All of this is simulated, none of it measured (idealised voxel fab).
The process module presented herein is designated voxel tone inversion.
The figure presents cross-section cut, which has a width of 220 nm and is divided into square cells with an edge length of 5 nm.
Notation: cross-section as square-cell grid; stated in bands, top first, going down; one or more cell rows per band. Band: top height; bottom height; in nm. Then, left to right: material with width in nm, for each material. "all across": a single material spanning edge to edge. "empty": empty space. The level at which height equals 0 is the one under which the wafer, as it arrives, is entirely one material. No lower edge exists for the bottom band, which continues downward and is notated as in "0..down". The expression "30 to 40" gives the width at the extremes of the band, the first number at its top row of cells and the second at its bottom row, with the width changing by equal amounts from each row to the next in between. Take "all unchanged" at face value: in the step it is given for, the cross-section changed in none of its cells. Reported under the label "Unvented cavities" are the empty spaces having no open way to the top and comprising 8 cells or more; the notation for each is width x height at distance, in which the distance is measured from the left edge and all three values are in nm. Anything after a step's settings on that line? It's the simulator's own note about the step. Steps that use a mask can have "overlay nm" on their line. It says how far the mask sat to the right of where it was meant to be. Negative means to the left.

So here's the lineup of process steps we planned
1. RECEIVE,material Si
2. CONFORMAL_DEP,material SiCN,thk nm 10
3. DIRECTIONAL_DEP,material polySi,thk nm 15
4. PATTERN,tone cover,mask id POSTS,material resist,width nm 20,pitch nm 50,thk nm 20,overlay nm 0
5. DIRECTIONAL_ETCH,etch materials polySi,depth nm 15
6. STRIP,etch materials resist
7. FILL_DEP,material SiO2,thk nm 10
8. CMP,height nm 25
9. STRIP,etch materials polySi
10. CONFORMAL_DEP,material TiN,thk nm 5
11. FILL_DEP,material Ru,thk nm 5
12. CMP,height nm 25
13. CONFORMAL_DEP,material SiN,thk nm 5

So this is the incoming wafer in cross-section - it's already been through step 1
- 0..down = Si all across
- Unvented cavities: none

First of two wafers, end-of-module section, run followed plan
- 30..25 = SiN all across
- 25..15 = 50 nm SiO2  5 nm TiN  10 nm Ru  5 nm TiN  30 nm SiO2  5 nm TiN  10 nm Ru  5 nm TiN  30 nm SiO2  5 nm TiN  10 nm Ru  5 nm TiN  50 nm SiO2
- 15..10 = 50 nm SiO2  20 nm TiN  30 nm SiO2  20 nm TiN  30 nm SiO2  20 nm TiN  50 nm SiO2
- 10..0 = SiCN all across
- 0..down = Si all across
- Unvented cavities: none

Cross-sectional image of the second wafer of the two following completion of the module. Starting state and process plan were the same as for the first wafer; one execution error occurred
- 30..25 = SiN all across
- 25..15 = SiO2 all across
- 15..0 = 50 nm SiO2  20 nm polySi  30 nm SiO2  20 nm polySi  30 nm SiO2  20 nm polySi  50 nm SiO2
- 0..down = Si all across
- Unvented cavities: none
Finding, execution versus plan: not run: step 2 of the plan (skipped)
End check, counted in cells, second wafer has more or fewer of these materials than the first: -12 Ru; -88 SiCN; +88 SiO2; -24 TiN; +36 polySi
